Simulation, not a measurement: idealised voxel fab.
Documented hereafter: the process module known as voxel wiring stack.
We display cut, a cross-section 170 nm in width whose square cells are each 5 nm.
For the purposes of this document, a cross-section shall be understood as a grid of square cells, specified as bands listed in top-to-bottom order, each band consisting of one or more rows of cells. Quick guide to a band line: top height, bottom height (nm) up front; then every material left to right with its width in nm. Only one material and it's marked "throughout"? Then it fills the band edge to edge. And "blank" just means empty space. All heights in this document are referenced to 0, defined as the level beneath which the wafer, as received, consists entirely of one material. The lowest band is not bounded below; it extends indefinitely downward and is written in the form "0 -> down". Note: "30..40" means the width goes from the first number (top row of the band) to the second number (bottom row) in equal steps per row of cells. What does "same as before" mean for a step? It means no cell of the cross-section changed in that step. Heads up: "Sealed void inventory" only lists the empty pockets with no open path to the top that are 8 cells or more, and it writes them as width x height at distance, distance from the left edge, in nm. Anything after a step's settings on that line? It's the simulator's own note about the step. "overlay nm" on a masked step: distance the mask lay right of its planned place, negative for left.
Process steps - plan
1,RECEIVE (material Si)
2,CONFORMAL_DEP (material SiO2; thk nm 15)
3,DIRECTIONAL_DEP (material TiN; thk nm 5)
4,DIRECTIONAL_DEP (material W; thk nm 15)
5,DIRECTIONAL_DEP (material aC; thk nm 15)
6,PATTERN (tone cover; mask id METAL_1; material resist; width nm 25; pitch nm 40; thk nm 35; overlay nm 0)
7,DIRECTIONAL_ETCH (etch materials aC; depth nm 15)
8,STRIP (etch materials resist)
9,DIRECTIONAL_ETCH (etch materials W; depth nm 15)
10,DIRECTIONAL_ETCH (etch materials TiN; depth nm 5)
11,STRIP (etch materials aC)
12,CONFORMAL_DEP (material SiN; thk nm 5)
13,FILL_DEP (material SiO2; thk nm 5)
14,CMP (height nm 35)
15,CONFORMAL_DEP (material SiCN; thk nm 5)
16,DIRECTIONAL_DEP (material SiO2; thk nm 25)
17,DIRECTIONAL_DEP (material aC; thk nm 15)
18,PATTERN (tone open; mask id METAL_2; material resist; width nm 25; pitch nm 40; thk nm 30; overlay nm 0)
19,DIRECTIONAL_ETCH (etch materials aC; depth nm 15)
20,STRIP (etch materials resist)
21,DIRECTIONAL_ETCH (etch materials SiO2; depth nm 15)
22,STRIP (etch materials aC)
23,DIRECTIONAL_DEP (material aC; thk nm 10)
24,PATTERN (tone open; mask id METAL_2_HOLES; material resist; width nm 15; pitch nm 80; thk nm 30; overlay nm 0)
25,DIRECTIONAL_ETCH (etch materials aC; depth nm 10)
26,STRIP (etch materials resist)
27,DIRECTIONAL_ETCH (etch materials SiO2; depth nm 10)
28,DIRECTIONAL_ETCH (etch materials SiCN; depth nm 5)
29,STRIP (etch materials aC)
30,CONFORMAL_DEP (material TiN; thk nm 5)
31,FILL_DEP (material Cu; thk nm 5)
32,CMP (height nm 65)
33,CONFORMAL_DEP (material SiCN; thk nm 5)
34,DIRECTIONAL_DEP (material lowk; thk nm 25)
35,MASKED_ETCH (tone open; mask id METAL_3; width nm 25; pitch nm 40; etch materials lowk; depth nm 15; overlay nm 0)
36,MASKED_ETCH (tone open; mask id METAL_3_HOLES; width nm 15; pitch nm 40; etch materials lowk; depth nm 10; overlay nm 0)
37,MASKED_ETCH (tone open; mask id METAL_3_HOLES; width nm 15; pitch nm 40; etch materials SiCN; depth nm 5; overlay nm 0)
38,CONFORMAL_DEP (material TiN; thk nm 5)
39,FILL_DEP (material Cu; thk nm 10)
40,CMP (height nm 95)
41,CONFORMAL_DEP (material SiN; thk nm 5)
Cross-section of the wafer as it came to us, i.e., already through step 1
- 0 -> down = Si throughout
- Sealed void inventory: none
Wafer at module end, in section. Began as above, planned as above, run with one mistake
- 100 -> 95 = SiN throughout
- 95 -> 85 = lowk=30, then TiN=5, then Cu=15, then TiN=5, then lowk=15, then TiN=5, then Cu=15, then TiN=5, then lowk=15, then TiN=5, then Cu=15, then TiN=5, then lowk=35
- 85 -> 80 = lowk=30, then TiN=5, then Cu=5, then TiN=15, then lowk=15, then TiN=5, then Cu=5, then TiN=15, then lowk=15, then TiN=5, then Cu=5, then TiN=15, then lowk=35
- 80 -> 70 = lowk=30, then TiN=5, then Cu=5, then TiN=5, then lowk=25, then TiN=5, then Cu=5, then TiN=5, then lowk=25, then TiN=5, then Cu=5, then TiN=5, then lowk=45
- 70 -> 65 = SiCN=30, then TiN=15, then SiCN=25, then TiN=15, then SiCN=25, then TiN=15, then SiCN=45
- 65 -> 55 = SiO2=30, then TiN=5, then Cu=15, then TiN=5, then SiO2=15, then TiN=5, then Cu=15, then TiN=5, then SiO2=15, then TiN=5, then Cu=15, then TiN=5, then SiO2=35
- 55 -> 50 = SiO2=30, then TiN=5, then Cu=5, then TiN=15, then SiO2=15, then TiN=25, then SiO2=15, then TiN=5, then Cu=5, then TiN=15, then SiO2=35
- 50 -> 40 = SiO2=30, then TiN=5, then Cu=5, then TiN=5, then SiO2=65, then TiN=5, then Cu=5, then TiN=5, then SiO2=45
- 40 -> 35 = SiCN=30, then TiN=15, then SiCN=65, then TiN=15, then SiCN=45
- 35 -> 20 = SiO2=30, then SiN=5, then W=25, then SiN=5, then SiO2=5, then SiN=5, then W=25, then SiN=5, then SiO2=5, then SiN=5, then W=25, then SiN=5, then SiO2=25
- 20 -> 15 = SiN=35, then TiN=25, then SiN=15, then TiN=25, then SiN=15, then TiN=25, then SiN=30
- 15 -> 0 = SiO2 throughout
- 0 -> down = Si throughout
- Sealed void inventory: none
Deviation from plan: step 6 went in with a setting other than planned; the actual run was PATTERN (tone cover; mask id METAL_1; material resist; width nm 25; pitch nm 40; thk nm 35; overlay nm 5)
